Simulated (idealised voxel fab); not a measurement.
Presented below is a process module, voxel capacitor over wiring.
We display cut, a cross-section 265 nm in width whose square cells are each 5 nm.
Cross-section format: a grid of square cells, given as bands from top to bottom; each band is one or more rows of cells.
Band: top height; bottom height; in nm. Then, left to right: material with width in nm, for each material. "all across": a single material spanning edge to edge. "blank": empty space.
Basically, 0 is our baseline, since under it the wafer straight out of the box is all one material. The bottom band has no lower end and keeps on going down, so it looks like "0 nm and below".
It should be noted that a width expressed as "30..40" varies in equal increments from row to row of cells within the band, taking the value of the first number at the top row and that of the second number at the bottom row.
What does "no modifications" mean for a step? It means no cell of the cross-section changed in that step.
"Enclosed cavities" lists enclosed empty spaces (at least 8 cells, no open path upward to the top), each as width x height at distance from the left edge, in nm.
Whatever follows a step's settings on its line is a remark the simulator itself makes about that step.
overlay nm: step with mask; distance mask lay right of planned place; negative value = left of planned place.

[Planned process steps]
1 RECEIVE,material Si
2 CONFORMAL_DEP,material SiO2,thk nm 15
3 CONFORMAL_DEP,material SiCN,thk nm 5
4 DIRECTIONAL_DEP,material lowk,thk nm 20
5 DIRECTIONAL_DEP,material aC,thk nm 10
6 PATTERN,tone open,mask id METAL_1,material resist,width nm 30,pitch nm 80,thk nm 25,overlay nm 0
7 DIRECTIONAL_ETCH,etch materials aC,depth nm 10
8 STRIP,etch materials resist
9 DIRECTIONAL_ETCH,etch materials lowk,depth nm 20
10 DIRECTIONAL_ETCH,etch materials SiCN,depth nm 5
11 STRIP,etch materials aC
12 CONFORMAL_DEP,material TiN,thk nm 5
13 FILL_DEP,material Ru,thk nm 10
14 CMP,height nm 40
15 EPI,material Ru,thk nm 5
16 FILL_DEP,material SiCN,thk nm 5
17 DIRECTIONAL_DEP,material SiO2,thk nm 20
18 DIRECTIONAL_DEP,material aC,thk nm 10
19 PATTERN,tone open,mask id PLUG_1,material resist,width nm 15,thk nm 25,overlay nm 0
20 DIRECTIONAL_ETCH,etch materials aC,depth nm 10
21 STRIP,etch materials resist
22 DIRECTIONAL_ETCH,etch materials SiO2,depth nm 20
23 DIRECTIONAL_ETCH,etch materials SiCN,depth nm 5
24 STRIP,etch materials aC
25 CONFORMAL_DEP,material TiN,thk nm 5
26 FILL_DEP,material Cu,thk nm 5
27 CMP,height nm 70
28 DIRECTIONAL_DEP,material TiN,thk nm 5
29 DIRECTIONAL_DEP,material SiN,thk nm 5
30 DIRECTIONAL_DEP,material TiN,thk nm 5
31 DIRECTIONAL_DEP,material aC,thk nm 15
32 PATTERN,tone cover,mask id UPPER_PLATE,material resist,width nm 55,thk nm 30,overlay nm 0
33 DIRECTIONAL_ETCH,etch materials aC,depth nm 15
34 STRIP,etch materials resist
35 DIRECTIONAL_ETCH,etch materials TiN,depth nm 5
36 DIRECTIONAL_ETCH,etch materials SiN,depth nm 5
37 STRIP,etch materials aC
38 MASKED_ETCH,tone cover,mask id LOWER_PLATE,width nm 65,etch materials TiN,depth nm 5,overlay nm 0
39 FILL_DEP,material SiO2,thk nm 15
40 CMP,height nm 95
41 MASKED_ETCH,tone open,mask id PLUG_2,width nm 15,etch materials SiO2,depth nm 10,overlay nm 0
42 CONFORMAL_DEP,material TiN,thk nm 5
43 FILL_DEP,material Cu,thk nm 5
44 CMP,height nm 95
45 CONFORMAL_DEP,material SiCN,thk nm 5

[As received (post step 1): cross-section]
	0 nm and below = Si all across
	Enclosed cavities: none

[Cross-section taken at module completion on the first of two wafers; processed per the plan]
	100 nm to 95 nm = SiCN all across
	95 nm to 90 nm = SiO2 (100) | TiN (5) | Cu (5) | TiN (5) | SiO2 (150)
	90 nm to 80 nm = SiO2 (100..90) | TiN (15..55) | SiO2 (150..120)
	80 nm to 75 nm = SiO2 (90) | SiN (55) | SiO2 (120)
	75 nm to 70 nm = SiO2 (85) | TiN (65) | SiO2 (115)
	70 nm to 50 nm = SiO2 (90) | TiN (5) | Cu (5) | TiN (5) | SiO2 (160)
	50 nm to 45 nm = SiCN (90) | TiN (15) | SiCN (160)
	45 nm to 40 nm = SiCN (70) | Ru (40) | SiCN (40) | Ru (40) | SiCN (75)
	40 nm to 20 nm = lowk (75) | TiN (5) | Ru (20) | TiN (5) | lowk (50) | TiN (5) | Ru (20) | TiN (5) | lowk (80)
	20 nm to 15 nm = SiCN (75) | TiN (30) | SiCN (50) | TiN (30) | SiCN (80)
	15 nm to 0 nm = SiO2 all across
	0 nm and below = Si all across
	Enclosed cavities: none

[Here is the second of the two wafers cut open at the end of the module - same start, same plan as the first one, but we made one mistake running it]
	100 nm to 95 nm = SiCN all across
	95 nm to 90 nm = SiO2 (100) | TiN (5) | Cu (5) | TiN (5) | SiO2 (150)
	90 nm to 80 nm = SiO2 (100..90) | TiN (15..55) | SiO2 (150..120)
	80 nm to 75 nm = SiO2 (90) | SiN (55) | SiO2 (120)
	75 nm to 70 nm = SiO2 (85) | TiN (65) | SiO2 (115)
	70 nm to 50 nm = Cu (85) | TiN (5) | SiO2 (15) | TiN (5) | Cu (155)
	50 nm to 45 nm = TiN (90) | SiCN (15) | TiN (160)
	45 nm to 40 nm = SiCN (70) | Ru (40) | SiCN (40) | Ru (40) | SiCN (75)
	40 nm to 20 nm = lowk (75) | TiN (5) | Ru (20) | TiN (5) | lowk (50) | TiN (5) | Ru (20) | TiN (5) | lowk (80)
	20 nm to 15 nm = SiCN (75) | TiN (30) | SiCN (50) | TiN (30) | SiCN (80)
	15 nm to 0 nm = SiO2 all across
	0 nm and below = Si all across
	Enclosed cavities: none
So what did we get wrong on this run? step 19 did not happen as planned, as run it was PATTERN,tone cover,mask id PLUG_1,material resist,width nm 15,thk nm 25,overlay nm 0
Final wafer comparison in cells, second versus first, more or fewer per material: 188 more of Cu; 47 fewer of SiCN; 188 fewer of SiO2; 47 more of TiN
